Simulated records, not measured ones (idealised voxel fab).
You're looking at the process module voxel transistor to metal.
Cross-sectional view cut (width: 155 nm; square cell size: 5 nm).
Bands, listed from the top down, are how a cross-section gets written in this document; the cross-section itself is a grid of square cells, and a band is one or more rows of them.
First you get the band's top height and its bottom height, in nm, and then the materials it's made of, left to right, with each width in nm. If you see a single material with "throughout", that one covers the band edge to edge. "empty" is empty space.
Zero point of the height axis is 0; under it, received wafer = one material. Lowest band: continues down indefinitely, "z 0 and below".
A width given as "30->40" starts at the first number in the band's top row and ends at the second number in its bottom row, shifting by an equal amount at every step from row to row.
What does "nothing altered" mean for a step? It means no cell of the cross-section changed in that step.
"Cavities, closed" means: voids of 8 cells or more that are shut off from the top with no open way through. Written width x height at distance, distance from the left edge, in nm.
Heads up: the bit after the settings on a step's line is the simulator's remark on that step.
For masked steps, "overlay nm" on the step line gives how far right of plan the mask actually lay; a minus sign means it lay to the left.
### Process steps foreseen in the plan
1: RECEIVE,material Si
2: OXIDIZE,depth nm 5
3: CONFORMAL_DEP,material SiN,thk nm 15
4: DIRECTIONAL_DEP,material aC,thk nm 10
5: PATTERN,tone cover,mask id ACTIVE,material resist,width nm 105,thk nm 25,overlay nm 0
6: DIRECTIONAL_ETCH,etch materials aC,depth nm 10
7: STRIP,etch materials resist
8: DIRECTIONAL_ETCH,etch materials SiN,depth nm 15
9: DIRECTIONAL_ETCH,etch materials SiO2,depth nm 5
10: DIRECTIONAL_ETCH,etch materials Si,depth nm 30
11: STRIP,etch materials aC
12: OXIDIZE,depth nm 5
13: FILL_DEP,material SiO2,thk nm 15
14: CMP,height nm 15
15: SELECTIVE_ETCH,etch materials SiO2,depth nm 15
16: STRIP,etch materials SiN
17: SELECTIVE_ETCH,etch materials SiO2,depth nm 5
18: OXIDIZE,depth nm 5
19: DIRECTIONAL_DEP,material polySi,thk nm 25
20: DIRECTIONAL_DEP,material SiCN,thk nm 10
21: PATTERN,tone cover,mask id GATE,material resist,width nm 15,thk nm 15,overlay nm 0
22: DIRECTIONAL_ETCH,etch materials SiCN,depth nm 20
23: DIRECTIONAL_ETCH,etch materials polySi,depth nm 35
24: STRIP,etch materials resist
25: CONFORMAL_DEP,material SiN,thk nm 10
26: DIRECTIONAL_ETCH,etch materials SiN,depth nm 10
27: DIRECTIONAL_ETCH,etch materials SiO2,depth nm 5
28: EPI,material nSi,thk nm 5
29: FILL_DEP,material SiO2,thk nm 10
30: CMP,height nm 30
31: DIRECTIONAL_DEP,material SiO2,thk nm 10
32: PATTERN,tone open,mask id CONTACT,material resist,width nm 30,pitch nm 55,thk nm 20,overlay nm 0
33: DIRECTIONAL_ETCH,etch materials SiO2,depth nm 45
34: STRIP,etch materials resist
35: CONFORMAL_DEP,material TiN,thk nm 5
36: FILL_DEP,material Ru,thk nm 5
37: CMP,height nm 40
38: DIRECTIONAL_DEP,material TiN,thk nm 5
39: DIRECTIONAL_DEP,material Ru,thk nm 15
40: PATTERN,tone cover,mask id METAL_1,material resist,width nm 20,pitch nm 65,thk nm 15,overlay nm 0
41: DIRECTIONAL_ETCH,etch materials Ru,depth nm 15
42: DIRECTIONAL_ETCH,etch materials TiN,depth nm 5
43: STRIP,etch materials resist
44: CONFORMAL_DEP,material SiN,thk nm 5
45: FILL_DEP,material SiO2,thk nm 5
46: CMP,height nm 60
47: CONFORMAL_DEP,material SiCN,thk nm 5
48: DIRECTIONAL_DEP,material SiO2,thk nm 35
49: DIRECTIONAL_DEP,material aC,thk nm 10
50: PATTERN,tone open,mask id METAL_2_HOLES,material resist,width nm 15,pitch nm 65,thk nm 30,overlay nm 0
51: DIRECTIONAL_ETCH,etch materials aC,depth nm 10
52: STRIP,etch materials resist
53: DIRECTIONAL_ETCH,etch materials SiO2,depth nm 35
54: STRIP,etch materials aC
55: DIRECTIONAL_DEP,material aC,thk nm 15
56: PATTERN,tone open,mask id METAL_2,material resist,width nm 20,pitch nm 65,thk nm 35,overlay nm 0
57: DIRECTIONAL_ETCH,etch materials aC,depth nm 15
58: STRIP,etch materials resist
59: DIRECTIONAL_ETCH,etch materials SiO2,depth nm 20
60: DIRECTIONAL_ETCH,etch materials SiCN,depth nm 5
61: STRIP,etch materials aC
62: CONFORMAL_DEP,material TiN,thk nm 5
63: FILL_DEP,material Ru,thk nm 5
64: CMP,height nm 100
65: CONFORMAL_DEP,material SiN,thk nm 5
### First out of two wafers; run went to plan
### Received-state cross-section, reflecting completion of step 1
  z 0 and below = Si throughout
  Cavities, closed: none
### How the wafer stands in section after step 2
  z 0 to -5 = SiO2 throughout
  Anything lower than -5 is untouched.
### How the wafer stands in section after step 3
  z 15 to 0 = SiN throughout
  Anything lower than 0 is untouched.
### How the wafer stands in section after step 4
  z 25 to 15 = aC throughout
  Anything lower than 15 is untouched.
### How the wafer stands in section after step 5
  z 50 to 25 = 25 of empty | 105 of resist | 25 of empty
  Anything lower than 25 is untouched.
### How the wafer stands in section after step 6
  z 40 to 25 = 25 of empty | 105 of resist | 25 of empty
  z 25 to 15 = 25 of empty | 105 of aC | 25 of empty
  Anything lower than 15 is untouched.
### How the wafer stands in section after step 7
  z 25 to 15 = 25 of empty | 105 of aC | 25 of empty
  Anything lower than 15 is untouched.
### How the wafer stands in section after step 8
  z 25 to 15 = 25 of empty | 105 of aC | 25 of empty
  z 15 to 0 = 25 of empty | 105 of SiN | 25 of empty
  Anything lower than 0 is untouched.
### How the wafer stands in section after step 9
  z 25 to 15 = 25 of empty | 105 of aC | 25 of empty
  z 15 to 0 = 25 of empty | 105 of SiN | 25 of empty
  z 0 to -5 = 25 of empty | 105 of SiO2 | 25 of empty
  Anything lower than -5 is untouched.
### How the wafer stands in section after step 10
  z 25 to 15 = 25 of empty | 105 of aC | 25 of empty
  z 15 to 0 = 25 of empty | 105 of SiN | 25 of empty
  z 0 to -5 = 25 of empty | 105 of SiO2 | 25 of empty
  z -5 to -35 = 25 of empty | 105 of Si | 25 of empty
  Anything lower than -35 is untouched.
### How the wafer stands in section after step 11
  z 15 to 0 = 25 of empty | 105 of SiN | 25 of empty
  Anything lower than 0 is untouched.
### How the wafer stands in section after step 12
  z 15 to 0 = 25 of empty | 105 of SiN | 25 of empty
  z 0 to -5 = 25 of empty | 105 of SiO2 | 25 of empty
  z -5 to -35 = 25 of empty | 5 of SiO2 | 95 of Si | 5 of SiO2 | 25 of empty
  z -35 to -40 = 30 of SiO2 | 95 of Si | 30 of SiO2
  Anything lower than -40 is untouched.
### How the wafer stands in section after step 13
  z 30 to 15 = SiO2 throughout
  z 15 to 0 = 25 of SiO2 | 105 of SiN | 25 of SiO2
  z 0 to -5 = SiO2 throughout
  z -5 to -40 = 30 of SiO2 | 95 of Si | 30 of SiO2
  Anything lower than -40 is untouched.
### How the wafer stands in section after step 14
  z 15 to 0 = 25 of SiO2 | 105 of SiN | 25 of SiO2
  Anything lower than 0 is untouched.
### How the wafer stands in section after step 15
  z 15 to 0 = 25 of empty | 105 of SiN | 25 of empty
  Anything lower than 0 is untouched.
### How the wafer stands in section after step 16
  z 0 to -5 = SiO2 throughout
  Anything lower than -5 is untouched.
### How the wafer stands in section after step 17
  z -5 to -40 = 30 of SiO2 | 95 of Si | 30 of SiO2
  Anything lower than -40 is untouched.
### How the wafer stands in section after step 18
  z -5 to -10 = SiO2 throughout
  Anything lower than -10 is untouched.
### How the wafer stands in section after step 19
  z 20 to -5 = polySi throughout
  Anything lower than -5 is untouched.
### How the wafer stands in section after step 20
  z 30 to 20 = SiCN throughout
  Anything lower than 20 is untouched.
### How the wafer stands in section after step 21
  z 45 to 30 = 70 of empty | 15 of resist | 70 of empty
  Anything lower than 30 is untouched.
### How the wafer stands in section after step 22
  z 45 to 30 = 70 of empty | 15 of resist | 70 of empty
  z 30 to 20 = 70 of empty | 15 of SiCN | 70 of empty
  Anything lower than 20 is untouched.
### How the wafer stands in section after step 23
  z 45 to 30 = 70 of empty | 15 of resist | 70 of empty
  z 30 to 20 = 70 of empty | 15 of SiCN | 70 of empty
  z 20 to -5 = 70 of empty | 15 of polySi | 70 of empty
  Anything lower than -5 is untouched.
### How the wafer stands in section after step 24
  z 30 to 20 = 70 of empty | 15 of SiCN | 70 of empty
  Anything lower than 20 is untouched.
### How the wafer stands in section after step 25
  z 40 to 30 = 60 of empty | 35 of SiN | 60 of empty
  z 30 to 20 = 60 of empty | 10 of SiN | 15 of SiCN | 10 of SiN | 60 of empty
  z 20 to 5 = 60 of empty | 10 of SiN | 15 of polySi | 10 of SiN | 60 of empty
  z 5 to -5 = 70 of SiN | 15 of polySi | 70 of SiN
  Anything lower than -5 is untouched.
### How the wafer stands in section after step 26
  z 30 to 20 = 60 of empty | 10 of SiN | 15 of SiCN | 10 of SiN | 60 of empty
  z 20 to -5 = 60 of empty | 10 of SiN | 15 of polySi | 10 of SiN | 60 of empty
  Anything lower than -5 is untouched.
### How the wafer stands in section after step 27
  z 30 to 20 = 60 of empty | 10 of SiN | 15 of SiCN | 10 of SiN | 60 of empty
  z 20 to -5 = 60 of empty | 10 of SiN | 15 of polySi | 10 of SiN | 60 of empty
  z -5 to -10 = 60 of empty | 35 of SiO2 | 60 of empty
  Anything lower than -10 is untouched.
### How the wafer stands in section after step 28
  z 30 to 20 = 60 of empty | 10 of SiN | 15 of SiCN | 10 of SiN | 60 of empty
  z 20 to -5 = 60 of empty | 10 of SiN | 15 of polySi | 10 of SiN | 60 of empty
  z -5 to -10 = 25 of empty | 35 of nSi | 35 of SiO2 | 35 of nSi | 25 of empty
  Anything lower than -10 is untouched.
### How the wafer stands in section after step 29
  z 40 to 30 = SiO2 throughout
  z 30 to 20 = 60 of SiO2 | 10 of SiN | 15 of SiCN | 10 of SiN | 60 of SiO2
  z 20 to -5 = 60 of SiO2 | 10 of SiN | 15 of polySi | 10 of SiN | 60 of SiO2
  z -5 to -10 = 25 of SiO2 | 35 of nSi | 35 of SiO2 | 35 of nSi | 25 of SiO2
  Anything lower than -10 is untouched.
### How the wafer stands in section after step 30
  z 30 to 20 = 60 of SiO2 | 10 of SiN | 15 of SiCN | 10 of SiN | 60 of SiO2
  Anything lower than 20 is untouched.
### How the wafer stands in section after step 31
  z 40 to 30 = SiO2 throughout
  Anything lower than 30 is untouched.
### How the wafer stands in section after step 32
  z 60 to 40 = 35 of resist | 30 of empty | 25 of resist | 30 of empty | 35 of resist
  Anything lower than 40 is untouched.
### How the wafer stands in section after step 33
  z 60 to 40 = 35 of resist | 30 of empty | 25 of resist | 30 of empty | 35 of resist
  z 40 to 30 = 35 of SiO2 | 30 of empty | 25 of SiO2 | 30 of empty | 35 of SiO2
  z 30 to 20 = 35 of SiO2 | 25 of empty | 10 of SiN | 15 of SiCN | 10 of SiN | 25 of empty | 35 of SiO2
  z 20 to -5 = 35 of SiO2 | 25 of empty | 10 of SiN | 15 of polySi | 10 of SiN | 25 of empty | 35 of SiO2
  Anything lower than -5 is untouched.
### How the wafer stands in section after step 34
  z 40 to 30 = 35 of SiO2 | 30 of empty | 25 of SiO2 | 30 of empty | 35 of SiO2
  Anything lower than 30 is untouched.
### How the wafer stands in section after step 35
  z 45 to 40 = 40 of TiN | 20 of empty | 35 of TiN | 20 of empty | 40 of TiN
  z 40 to 30 = 35 of SiO2 | 5 of TiN | 20->15 of empty | 5->10 of TiN | 25 of SiO2 | 5->10 of TiN | 20->15 of empty | 5 of TiN | 35 of SiO2
  z 30 to 20 = 35 of SiO2 | 5 of TiN | 15 of empty | 5 of TiN | 10 of SiN | 15 of SiCN | 10 of SiN | 5 of TiN | 15 of empty | 5 of TiN | 35 of SiO2
  z 20 to 0 = 35 of SiO2 | 5 of TiN | 15 of empty | 5 of TiN | 10 of SiN | 15 of polySi | 10 of SiN | 5 of TiN | 15 of empty | 5 of TiN | 35 of SiO2
  z 0 to -5 = 35 of SiO2 | 25 of TiN | 10 of SiN | 15 of polySi | 10 of SiN | 25 of TiN | 35 of SiO2
  Anything lower than -5 is untouched.
### How the wafer stands in section after step 36
  z 50 to 45 = Ru throughout
  z 45 to 40 = 40 of TiN | 20 of Ru | 35 of TiN | 20 of Ru | 40 of TiN
  z 40 to 30 = 35 of SiO2 | 5 of TiN | 20->15 of Ru | 5->10 of TiN | 25 of SiO2 | 5->10 of TiN | 20->15 of Ru | 5 of TiN | 35 of SiO2
  z 30 to 20 = 35 of SiO2 | 5 of TiN | 15 of Ru | 5 of TiN | 10 of SiN | 15 of SiCN | 10 of SiN | 5 of TiN | 15 of Ru | 5 of TiN | 35 of SiO2
  z 20 to 0 = 35 of SiO2 | 5 of TiN | 15 of Ru | 5 of TiN | 10 of SiN | 15 of polySi | 10 of SiN | 5 of TiN | 15 of Ru | 5 of TiN | 35 of SiO2
  Anything lower than 0 is untouched.
### How the wafer stands in section after step 37
  z 40 to 30 = 35 of SiO2 | 5 of TiN | 20->15 of Ru | 5->10 of TiN | 25 of SiO2 | 5->10 of TiN | 20->15 of Ru | 5 of TiN | 35 of SiO2
  Anything lower than 30 is untouched.
### How the wafer stands in section after step 38
  z 45 to 40 = TiN throughout
  Anything lower than 40 is untouched.
### How the wafer stands in section after step 39
  z 60 to 45 = Ru throughout
  Anything lower than 45 is untouched.
### How the wafer stands in section after step 40
  z 75 to 60 = 35 of empty | 20 of resist | 45 of empty | 20 of resist | 35 of empty
  Anything lower than 60 is untouched.
### How the wafer stands in section after step 41
  z 75 to 60 = 35 of empty | 20 of resist | 45 of empty | 20 of resist | 35 of empty
  z 60 to 45 = 35 of empty | 20 of Ru | 45 of empty | 20 of Ru | 35 of empty
  Anything lower than 45 is untouched.
### How the wafer stands in section after step 42
  z 75 to 60 = 35 of empty | 20 of resist | 45 of empty | 20 of resist | 35 of empty
  z 60 to 45 = 35 of empty | 20 of Ru | 45 of empty | 20 of Ru | 35 of empty
  z 45 to 40 = 35 of empty | 20 of TiN | 45 of empty | 20 of TiN | 35 of empty
  Anything lower than 40 is untouched.
### How the wafer stands in section after step 43
  z 60 to 45 = 35 of empty | 20 of Ru | 45 of empty | 20 of Ru | 35 of empty
  Anything lower than 45 is untouched.
### How the wafer stands in section after step 44
  z 65 to 60 = 30 of empty | 30 of SiN | 35 of empty | 30 of SiN | 30 of empty
  z 60 to 45 = 30 of empty | 5 of SiN | 20 of Ru | 5 of SiN | 35 of empty | 5 of SiN | 20 of Ru | 5 of SiN | 30 of empty
  z 45 to 40 = 35 of SiN | 20 of TiN | 45 of SiN | 20 of TiN | 35 of SiN
  Anything lower than 40 is untouched.
### How the wafer stands in section after step 45
  z 70 to 65 = SiO2 throughout
  z 65 to 60 = 30 of SiO2 | 30 of SiN | 35 of SiO2 | 30 of SiN | 30 of SiO2
  z 60 to 45 = 30 of SiO2 | 5 of SiN | 20 of Ru | 5 of SiN | 35 of SiO2 | 5 of SiN | 20 of Ru | 5 of SiN | 30 of SiO2
  Anything lower than 45 is untouched.
### How the wafer stands in section after step 46
  z 60 to 45 = 30 of SiO2 | 5 of SiN | 20 of Ru | 5 of SiN | 35 of SiO2 | 5 of SiN | 20 of Ru | 5 of SiN | 30 of SiO2
  Anything lower than 45 is untouched.
### How the wafer stands in section after step 47
  z 65 to 60 = SiCN throughout
  Anything lower than 60 is untouched.
### How the wafer stands in section after step 48
  z 100 to 65 = SiO2 throughout
  Anything lower than 65 is untouched.
### How the wafer stands in section after step 49
  z 110 to 100 = aC throughout
  Anything lower than 100 is untouched.
### How the wafer stands in section after step 50
  z 140 to 110 = 35 of resist | 15 of empty | 50 of resist | 15 of empty | 40 of resist
  Anything lower than 110 is untouched.
### How the wafer stands in section after step 51
  z 130 to 110 = 35 of resist | 15 of empty | 50 of resist | 15 of empty | 40 of resist
  z 110 to 100 = 35 of aC | 15 of empty | 50 of aC | 15 of empty | 40 of aC
  Anything lower than 100 is untouched.
### How the wafer stands in section after step 52
  z 110 to 100 = 35 of aC | 15 of empty | 50 of aC | 15 of empty | 40 of aC
  Anything lower than 100 is untouched.
### How the wafer stands in section after step 53
  z 110 to 100 = 35 of aC | 15 of empty | 50 of aC | 15 of empty | 40 of aC
  z 100 to 65 = 35 of SiO2 | 15 of empty | 50 of SiO2 | 15 of empty | 40 of SiO2
  Anything lower than 65 is untouched.
### How the wafer stands in section after step 54
  z 100 to 65 = 35 of SiO2 | 15 of empty | 50 of SiO2 | 15 of empty | 40 of SiO2
  Anything lower than 65 is untouched.
### How the wafer stands in section after step 55
  z 115 to 100 = 35 of aC | 15 of empty | 50 of aC | 15 of empty | 40 of aC
  z 100 to 80 = 35 of SiO2 | 15 of empty | 50 of SiO2 | 15 of empty | 40 of SiO2
  z 80 to 65 = 35 of SiO2 | 15 of aC | 50 of SiO2 | 15 of aC | 40 of SiO2
  Anything lower than 65 is untouched.
### How the wafer stands in section after step 56
  z 150 to 115 = 35 of resist | 20 of empty | 45 of resist | 20 of empty | 35 of resist
  Anything lower than 115 is untouched.
### How the wafer stands in section after step 57
  z 135 to 115 = 35 of resist | 20 of empty | 45 of resist | 20 of empty | 35 of resist
  z 115 to 100 = 35 of aC | 20 of empty | 45 of aC | 20 of empty | 35 of aC
  z 100 to 65 = 35 of SiO2 | 15 of empty | 50 of SiO2 | 15 of empty | 40 of SiO2
  Anything lower than 65 is untouched.
### How the wafer stands in section after step 58
  z 115 to 100 = 35 of aC | 20 of empty | 45 of aC | 20 of empty | 35 of aC
  Anything lower than 100 is untouched.
### How the wafer stands in section after step 59
  z 115 to 100 = 35 of aC | 20 of empty | 45 of aC | 20 of empty | 35 of aC
  z 100 to 80 = 35 of SiO2 | 20 of empty | 45 of SiO2 | 20 of empty | 35 of SiO2
  Anything lower than 80 is untouched.
### How the wafer stands in section after step 60
  z 115 to 100 = 35 of aC | 20 of empty | 45 of aC | 20 of empty | 35 of aC
  z 100 to 80 = 35 of SiO2 | 20 of empty | 45 of SiO2 | 20 of empty | 35 of SiO2
  z 80 to 65 = 35 of SiO2 | 15 of empty | 50 of SiO2 | 15 of empty | 40 of SiO2
  z 65 to 60 = 35 of SiCN | 15 of empty | 50 of SiCN | 15 of empty | 40 of SiCN
  Anything lower than 60 is untouched.
### How the wafer stands in section after step 61
  z 100 to 80 = 35 of SiO2 | 20 of empty | 45 of SiO2 | 20 of empty | 35 of SiO2
  Anything lower than 80 is untouched.
### How the wafer stands in section after step 62
  z 105 to 100 = 40 of TiN | 10 of empty | 55 of TiN | 10 of empty | 40 of TiN
  z 100 to 85 = 35 of SiO2 | 5 of TiN | 10 of empty | 5 of TiN | 45 of SiO2 | 5 of TiN | 10 of empty | 5 of TiN | 35 of SiO2
  z 85 to 80 = 35 of SiO2 | 5 of TiN | 5 of empty | 10 of TiN | 45 of SiO2 | 5 of TiN | 5 of empty | 10 of TiN | 35 of SiO2
  z 80 to 65 = 35 of SiO2 | 5 of TiN | 5 of empty | 5 of TiN | 50 of SiO2 | 5 of TiN | 5 of empty | 5 of TiN | 40 of SiO2
  z 65 to 60 = 35 of SiCN | 15 of TiN | 50 of SiCN | 15 of TiN | 40 of SiCN
  Anything lower than 60 is untouched.
### How the wafer stands in section after step 63
  z 110 to 105 = Ru throughout
  z 105 to 100 = 40 of TiN | 10 of Ru | 55 of TiN | 10 of Ru | 40 of TiN
  z 100 to 85 = 35 of SiO2 | 5 of TiN | 10 of Ru | 5 of TiN | 45 of SiO2 | 5 of TiN | 10 of Ru | 5 of TiN | 35 of SiO2
  z 85 to 80 = 35 of SiO2 | 5 of TiN | 5 of Ru | 10 of TiN | 45 of SiO2 | 5 of TiN | 5 of Ru | 10 of TiN | 35 of SiO2
  z 80 to 65 = 35 of SiO2 | 5 of TiN | 5 of Ru | 5 of TiN | 50 of SiO2 | 5 of TiN | 5 of Ru | 5 of TiN | 40 of SiO2
  Anything lower than 65 is untouched.
### How the wafer stands in section after step 64
  z 100 to 85 = 35 of SiO2 | 5 of TiN | 10 of Ru | 5 of TiN | 45 of SiO2 | 5 of TiN | 10 of Ru | 5 of TiN | 35 of SiO2
  Anything lower than 85 is untouched.
### How the wafer stands in section after step 65
  z 105 to 100 = SiN throughout
  Anything lower than 100 is untouched.
### Notes, second wafer: start = first wafer's, plan = first wafer's, execution had one mistake; history identical to first through step 38
### Second wafer, cut view, end of step 39 per plan
  z 60 to 45 = SiN throughout
  Anything lower than 45 is untouched.
### Second wafer, cut view, end of step 40 per plan
  z 75 to 60 = 35 of empty | 20 of resist | 45 of empty | 20 of resist | 35 of empty
  Anything lower than 60 is untouched.
Second wafer, cut view, end of step 41 per plan: nothing altered
Second wafer, cut view, end of step 42 per plan: nothing altered
### Second wafer, cut view, end of step 43 per plan
  z 60 to 45 = SiN throughout
  Anything lower than 45 is untouched.
### Second wafer, cut view, end of step 44 per plan
  z 65 to 45 = SiN throughout
  Anything lower than 45 is untouched.
### Second wafer, cut view, end of step 45 per plan
  z 70 to 65 = SiO2 throughout
  Anything lower than 65 is untouched.
### Second wafer, cut view, end of step 46 per plan
  z 60 to 45 = SiN throughout
  Anything lower than 45 is untouched.
### Second wafer, cut view, end of step 47 per plan
  z 65 to 60 = SiCN throughout
  Anything lower than 60 is untouched.
### Second wafer, cut view, end of step 48 per plan
  z 100 to 65 = SiO2 throughout
  Anything lower than 65 is untouched.
### Second wafer, cut view, end of step 49 per plan
  z 110 to 100 = aC throughout
  Anything lower than 100 is untouched.
### Second wafer, cut view, end of step 50 per plan
  z 140 to 110 = 35 of resist | 15 of empty | 50 of resist | 15 of empty | 40 of resist
  Anything lower than 110 is untouched.
### Second wafer, cut view, end of step 51 per plan
  z 130 to 110 = 35 of resist | 15 of empty | 50 of resist | 15 of empty | 40 of resist
  z 110 to 100 = 35 of aC | 15 of empty | 50 of aC | 15 of empty | 40 of aC
  Anything lower than 100 is untouched.
### Second wafer, cut view, end of step 52 per plan
  z 110 to 100 = 35 of aC | 15 of empty | 50 of aC | 15 of empty | 40 of aC
  Anything lower than 100 is untouched.
### Second wafer, cut view, end of step 53 per plan
  z 110 to 100 = 35 of aC | 15 of empty | 50 of aC | 15 of empty | 40 of aC
  z 100 to 65 = 35 of SiO2 | 15 of empty | 50 of SiO2 | 15 of empty | 40 of SiO2
  Anything lower than 65 is untouched.
### Second wafer, cut view, end of step 54 per plan
  z 100 to 65 = 35 of SiO2 | 15 of empty | 50 of SiO2 | 15 of empty | 40 of SiO2
  Anything lower than 65 is untouched.
### Second wafer, cut view, end of step 55 per plan
  z 115 to 100 = 35 of aC | 15 of empty | 50 of aC | 15 of empty | 40 of aC
  z 100 to 80 = 35 of SiO2 | 15 of empty | 50 of SiO2 | 15 of empty | 40 of SiO2
  z 80 to 65 = 35 of SiO2 | 15 of aC | 50 of SiO2 | 15 of aC | 40 of SiO2
  Anything lower than 65 is untouched.
### Second wafer, cut view, end of step 56 per plan
  z 150 to 115 = 35 of resist | 20 of empty | 45 of resist | 20 of empty | 35 of resist
  Anything lower than 115 is untouched.
### Second wafer, cut view, end of step 57 per plan
  z 135 to 115 = 35 of resist | 20 of empty | 45 of resist | 20 of empty | 35 of resist
  z 115 to 100 = 35 of aC | 20 of empty | 45 of aC | 20 of empty | 35 of aC
  z 100 to 65 = 35 of SiO2 | 15 of empty | 50 of SiO2 | 15 of empty | 40 of SiO2
  Anything lower than 65 is untouched.
### Second wafer, cut view, end of step 58 per plan
  z 115 to 100 = 35 of aC | 20 of empty | 45 of aC | 20 of empty | 35 of aC
  Anything lower than 100 is untouched.
### Second wafer, cut view, end of step 59 per plan
  z 115 to 100 = 35 of aC | 20 of empty | 45 of aC | 20 of empty | 35 of aC
  z 100 to 80 = 35 of SiO2 | 20 of empty | 45 of SiO2 | 20 of empty | 35 of SiO2
  Anything lower than 80 is untouched.
### Second wafer, cut view, end of step 60 per plan
  z 115 to 100 = 35 of aC | 20 of empty | 45 of aC | 20 of empty | 35 of aC
  z 100 to 80 = 35 of SiO2 | 20 of empty | 45 of SiO2 | 20 of empty | 35 of SiO2
  z 80 to 65 = 35 of SiO2 | 15 of empty | 50 of SiO2 | 15 of empty | 40 of SiO2
  z 65 to 60 = 35 of SiCN | 15 of empty | 50 of SiCN | 15 of empty | 40 of SiCN
  Anything lower than 60 is untouched.
### Second wafer, cut view, end of step 61 per plan
  z 100 to 80 = 35 of SiO2 | 20 of empty | 45 of SiO2 | 20 of empty | 35 of SiO2
  Anything lower than 80 is untouched.
### Second wafer, cut view, end of step 62 per plan
  z 105 to 100 = 40 of TiN | 10 of empty | 55 of TiN | 10 of empty | 40 of TiN
  z 100 to 85 = 35 of SiO2 | 5 of TiN | 10 of empty | 5 of TiN | 45 of SiO2 | 5 of TiN | 10 of empty | 5 of TiN | 35 of SiO2
  z 85 to 80 = 35 of SiO2 | 5 of TiN | 5 of empty | 10 of TiN | 45 of SiO2 | 5 of TiN | 5 of empty | 10 of TiN | 35 of SiO2
  z 80 to 65 = 35 of SiO2 | 5 of TiN | 5 of empty | 5 of TiN | 50 of SiO2 | 5 of TiN | 5 of empty | 5 of TiN | 40 of SiO2
  z 65 to 60 = 35 of SiCN | 15 of TiN | 50 of SiCN | 15 of TiN | 40 of SiCN
  Anything lower than 60 is untouched.
### Second wafer, cut view, end of step 63 per plan
  z 110 to 105 = Ru throughout
  z 105 to 100 = 40 of TiN | 10 of Ru | 55 of TiN | 10 of Ru | 40 of TiN
  z 100 to 85 = 35 of SiO2 | 5 of TiN | 10 of Ru | 5 of TiN | 45 of SiO2 | 5 of TiN | 10 of Ru | 5 of TiN | 35 of SiO2
  z 85 to 80 = 35 of SiO2 | 5 of TiN | 5 of Ru | 10 of TiN | 45 of SiO2 | 5 of TiN | 5 of Ru | 10 of TiN | 35 of SiO2
  z 80 to 65 = 35 of SiO2 | 5 of TiN | 5 of Ru | 5 of TiN | 50 of SiO2 | 5 of TiN | 5 of Ru | 5 of TiN | 40 of SiO2
  Anything lower than 65 is untouched.
### Second wafer, cut view, end of step 64 per plan
  z 100 to 85 = 35 of SiO2 | 5 of TiN | 10 of Ru | 5 of TiN | 45 of SiO2 | 5 of TiN | 10 of Ru | 5 of TiN | 35 of SiO2
  Anything lower than 85 is untouched.
### Second wafer, cut view, end of step 65 per plan
  z 105 to 100 = SiN throughout
  Anything lower than 100 is untouched.
The plan and the run diverged here: heads up, step 39 didn't go per plan, it actually ran as DIRECTIONAL_DEP,material SiN,thk nm 15
at the end the second wafer has, in cells: Ru -24; SiN +58; SiO2 -57; TiN +23
